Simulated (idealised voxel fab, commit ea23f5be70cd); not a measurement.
process module | voxel released beams
cross-section cut | 245 nm wide | cells 5 nm
A cross-section is a grid of square cells, given in bands from the top down. A band is one or more rows of cells.
Each band's line starts with the height of the band's top and of its bottom, in nm. Then come its materials from left to right, each with its width in nm. One material with "throughout" fills the band from edge to edge. "air" is empty space.
Height 0 is the level under which the wafer as received is all one material. The lowest band goes on downwards, as in "0 down".
A width such as "30 to 40" changes by the same amount from each row of cells to the next, from the band's top row to its bottom row.
"no change" after a step means that no cell of the cross-section changed.
closed voids: empty space of 8 cells or more with no open way to the top, each as width x height at its distance from the left edge, in nm
after a step's settings: what the simulator itself notes on the step
overlay nm, on a step with a mask: how far to the right of its planned place the mask lay; to the left if negative
plan
1 op RECEIVE | material Si
2 op CONFORMAL_DEP | material SiN | thk nm 10
3 op DIRECTIONAL_DEP | material SiO2 | thk nm 15
4 op PATTERN | tone open | mask id ANCHOR | material resist | width nm 45 | thk nm 15 | overlay nm 0
5 op DIRECTIONAL_ETCH | etch materials SiO2 | depth nm 15
6 op STRIP | etch materials resist
7 op CONFORMAL_DEP | material TiN | thk nm 15
8 op PATTERN | tone cover | mask id BEAM | material resist | width nm 95 | thk nm 15 | overlay nm -15
9 op DIRECTIONAL_ETCH | etch materials TiN | depth nm 15
10 op STRIP | etch materials resist
11 op STRIP | etch materials SiO2
varied across the wafers: overlay nm of step 8. The plan shows the first wafer's value. All wafers start alike
first wafer as received, after step 1
  0 down: Si throughout
  closed voids: none
each wafer at the end: cells of each material gained (+) or lost (-) since it was received, then its closed voids
overlay nm -15 | +98 SiN | +75 TiN | closed voids: none
overlay nm -10 | +98 SiN | +75 TiN | closed voids: none
overlay nm -5 | +98 SiN | +75 TiN | closed voids: none
overlay nm 0 | +98 SiN | +75 TiN | closed voids: none
overlay nm 5 | +98 SiN | +75 TiN | closed voids: none
overlay nm 10 | +98 SiN | +75 TiN | closed voids: none
overlay nm 15 | +98 SiN | +75 TiN | closed voids: none
